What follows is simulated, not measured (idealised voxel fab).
The process module that follows is named voxel self aligned contacts.
The width of the displayed cross-section, cut, is 245 nm; its cells are square, with a size of 5 nm.
Cross-section spec: square-cell grid; bands listed top down; each band is one or more rows. Each band's line starts with the height of the band's top and of its bottom, in nm. Then come its materials from left to right, each with its width in nm. One material with "full width" fills the band from edge to edge. "blank" is empty space. Basically, 0 is our baseline, since under it the wafer straight out of the box is all one material. The bottom band has no lower end and keeps on going down, so it looks like "0..down". Width spec "30->40" -> top row of cells at first value, bottom row at second value, equal per-row change in between. It should be understood that the words "no modifications", when stated for a given step, signify that the cross-section underwent no change in any of its cells during that step. Entry "Sealed voids" = empty spaces >= 8 cells with no open way to the top; each as width x height at distance, distance from left edge, all nm. On a step's line, text after the settings is the simulator commenting on that step. overlay nm: how far to the right of its planned place the mask lay on this masked step (negative: to the left).

[These are the steps we planned for the process]
| 1 | RECEIVE [material Si] |
| 2 | CONFORMAL_DEP [material SiO2] [thk nm 5] |
| 3 | DIRECTIONAL_DEP [material polySi] [thk nm 20] |
| 4 | DIRECTIONAL_DEP [material SiN] [thk nm 20] |
| 5 | PATTERN [tone cover] [mask id GATE] [material resist] [width nm 35] [pitch nm 70] [thk nm 20] [overlay nm 0] |
| 6 | DIRECTIONAL_ETCH [etch materials SiN] [depth nm 20] |
| 7 | DIRECTIONAL_ETCH [etch materials polySi] [depth nm 20] |
| 8 | STRIP [etch materials resist] |
| 9 | CONFORMAL_DEP [material SiN] [thk nm 5] |
| 10 | DIRECTIONAL_ETCH [etch materials SiN] [depth nm 5] |
| 11 | FILL_DEP [material SiO2] [thk nm 10] |
| 12 | CMP [height nm 50] |
| 13 | DIRECTIONAL_DEP [material aC] [thk nm 15] |
| 14 | PATTERN [tone open] [mask id CONTACT] [material resist] [width nm 45] [pitch nm 70] [thk nm 35] [overlay nm 0] |
| 15 | DIRECTIONAL_ETCH [etch materials aC] [depth nm 15] |
| 16 | STRIP [etch materials resist] |
| 17 | DIRECTIONAL_ETCH [etch materials SiO2] [depth nm 50] |
| 18 | STRIP [etch materials aC] |
| 19 | CONFORMAL_DEP [material TiN] [thk nm 5] |
| 20 | FILL_DEP [material W] [thk nm 5] |
| 21 | CMP [height nm 50] |
| 22 | CONFORMAL_DEP [material SiCN] [thk nm 5] |

[Received-state cross-section, reflecting completion of step 1]
- 0..down: Si full width
- Sealed voids: none

[Run as planned - first of the two wafers cross-sectioned at the end of the module]
- 55..50: SiCN full width
- 50..45: SiO2 65; TiN 15; W 15; TiN 15; SiO2 25; TiN 15; W 15; TiN 15; SiO2 65
- 45..25: SiO2 30; SiN 45; TiN 5; W 15; TiN 5; SiN 45; TiN 5; W 15; TiN 5; SiN 45; SiO2 30
- 25..5: SiO2 30; SiN 5; polySi 35; SiN 5; TiN 5; W 15; TiN 5; SiN 5; polySi 35; SiN 5; TiN 5; W 15; TiN 5; SiN 5; polySi 35; SiN 5; SiO2 30
- 5..0: SiO2 75; TiN 25; SiO2 45; TiN 25; SiO2 75
- 0..down: Si full width
- Sealed voids: none

[Here is the second of the two wafers cut open at the end of the module - same start, same plan as the first one, but we made one mistake running it]
- 55..50: SiCN full width
- 50..40: SiO2 65; TiN 5->15; W 35->15; TiN 5->15; SiO2 25; TiN 5->15; W 35->15; TiN 5->15; SiO2 65
- 40..20: SiO2 30; SiN 45; TiN 5; W 15; TiN 5; SiN 45; TiN 5; W 15; TiN 5; SiN 45; SiO2 30
- 20..5: SiO2 30; SiN 5; polySi 35; SiN 5; TiN 5; W 15; TiN 5; SiN 5; polySi 35; SiN 5; TiN 5; W 15; TiN 5; SiN 5; polySi 35; SiN 5; SiO2 30
- 5..0: SiO2 30; SiN 5; polySi 35; SiN 5; TiN 25; SiN 5; polySi 35; SiN 5; TiN 25; SiN 5; polySi 35; SiN 5; SiO2 30
- 0..down: Si full width
- Sealed voids: none
In executing the process, a mistake was made relative to the plan: plan step 2: skipped, not run
End of process, cell counts, second wafer against first, materials with more or fewer: SiO2 -8; W +8
